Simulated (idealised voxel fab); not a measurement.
process module | voxel capacitor over wiring
It is cross-section cut that appears here, measuring 270 nm in width, its square cells being 5 nm in size.
A cross-section is written here as square cells arranged in a grid, and it is given in bands from the top down, each band taking up one or more rows of cells. Per band: top height and bottom height in nm, followed by the left-to-right materials and their widths in nm; "everywhere" marks a single material spanning edge to edge, "empty" marks empty space. Heads up on the height convention: 0 is the point under which the incoming wafer is all one material, and the lowest band has no bottom, it just keeps going down, like "0 and below". A width given as "30..40" starts at the first number in the band's top row and ends at the second number in its bottom row, shifting by an equal amount at every step from row to row. "remained unchanged" -> step changed no cross-section cell. "Entrapped void list" enumerates empty spaces isolated from the top, with no open way to it, that contain at least 8 cells, giving each as width x height at distance from the left edge, all three in nm. after a step's settings: what the simulator itself notes on the step. "overlay nm" answers the question of how far to the right of plan the mask lay on a step that has a mask, and when it is negative the answer is to the left.

So here's the lineup of process steps we planned
| 1 | RECEIVE | material Si |
| 2 | CONFORMAL_DEP | material SiO2 | thk nm 15 |
| 3 | CONFORMAL_DEP | material SiCN | thk nm 5 |
| 4 | DIRECTIONAL_DEP | material SiO2 | thk nm 20 |
| 5 | PATTERN | tone open | mask id METAL_1 | material resist | width nm 30 | pitch nm 80 | thk nm 20 | overlay nm 0 |
| 6 | DIRECTIONAL_ETCH | etch materials SiO2 | depth nm 20 |
| 7 | DIRECTIONAL_ETCH | etch materials SiCN | depth nm 5 |
| 8 | STRIP | etch materials resist |
| 9 | CONFORMAL_DEP | material TiN | thk nm 5 |
| 10 | FILL_DEP | material Cu | thk nm 5 |
| 11 | CMP | height nm 40 |
| 12 | EPI | material Ru | thk nm 5 |
| 13 | FILL_DEP | material SiCN | thk nm 5 |
| 14 | DIRECTIONAL_DEP | material lowk | thk nm 20 |
| 15 | PATTERN | tone open | mask id PLUG_1 | material resist | width nm 15 | thk nm 15 | overlay nm 0 |
| 16 | DIRECTIONAL_ETCH | etch materials lowk | depth nm 20 |
| 17 | DIRECTIONAL_ETCH | etch materials SiCN | depth nm 5 |
| 18 | STRIP | etch materials resist |
| 19 | EPI | material Ru | thk nm 10 |
| 20 | EPI | material Ru | thk nm 10 |
| 21 | EPI | material Ru | thk nm 5 |
| 22 | DIRECTIONAL_DEP | material TiN | thk nm 5 |
| 23 | DIRECTIONAL_DEP | material Al2O3 | thk nm 5 |
| 24 | DIRECTIONAL_DEP | material TiN | thk nm 10 |
| 25 | DIRECTIONAL_DEP | material aC | thk nm 15 |
| 26 | PATTERN | tone cover | mask id UPPER_PLATE | material resist | width nm 55 | thk nm 35 | overlay nm 0 |
| 27 | DIRECTIONAL_ETCH | etch materials aC | depth nm 15 |
| 28 | STRIP | etch materials resist |
| 29 | DIRECTIONAL_ETCH | etch materials TiN | depth nm 10 |
| 30 | DIRECTIONAL_ETCH | etch materials Al2O3 | depth nm 5 |
| 31 | STRIP | etch materials aC |
| 32 | MASKED_ETCH | tone cover | mask id LOWER_PLATE | width nm 65 | etch materials TiN | depth nm 5 | overlay nm 0 |
| 33 | FILL_DEP | material SiO2 | thk nm 20 |
| 34 | CMP | height nm 105 |
| 35 | PATTERN | tone open | mask id PLUG_2 | material resist | width nm 15 | thk nm 15 | overlay nm 0 |
| 36 | DIRECTIONAL_ETCH | etch materials SiO2 | depth nm 15 |
| 37 | STRIP | etch materials resist |
| 38 | CONFORMAL_DEP | material TiN | thk nm 5 |
| 39 | FILL_DEP | material W | thk nm 10 |
| 40 | CMP | height nm 105 |
| 41 | CONFORMAL_DEP | material SiN | thk nm 5 |

Incoming wafer, cross-sectional view, post step 1
0 and below | Si everywhere
Entrapped void list: none

Below is the wafer in cross-section after the module was completed. It began from the starting point shown above and followed the plan shown above, except that one mistake was made while running it
110 down to 105 | SiN everywhere
105 down to 100 | SiO2: 105 | TiN: 45 | SiO2: 120
100 down to 95 | SiO2: 105 | TiN: 5 | Al2O3: 40 | SiO2: 120
95 down to 90 | SiO2: 90 | TiN: 5 | SiO2: 10 | TiN: 50 | SiO2: 115
90 down to 80 | lowk: 95 | TiN: 15 | lowk: 160
80 down to 75 | lowk: 95 | Al2O3: 15 | lowk: 160
75 down to 70 | lowk: 95 | TiN: 15 | lowk: 160
70 down to 50 | lowk everywhere
50 down to 45 | SiCN everywhere
45 down to 40 | SiCN: 75 | Ru: 40 | SiCN: 40 | Ru: 40 | SiCN: 75
40 down to 20 | SiO2: 80 | TiN: 5 | Cu: 20 | TiN: 5 | SiO2: 50 | TiN: 5 | Cu: 20 | TiN: 5 | SiO2: 80
20 down to 15 | SiCN: 80 | TiN: 30 | SiCN: 50 | TiN: 30 | SiCN: 80
15 down to 0 | SiO2 everywhere
0 and below | Si everywhere
Entrapped void list: none
Where did the run depart from the plan? step 14 was run twice
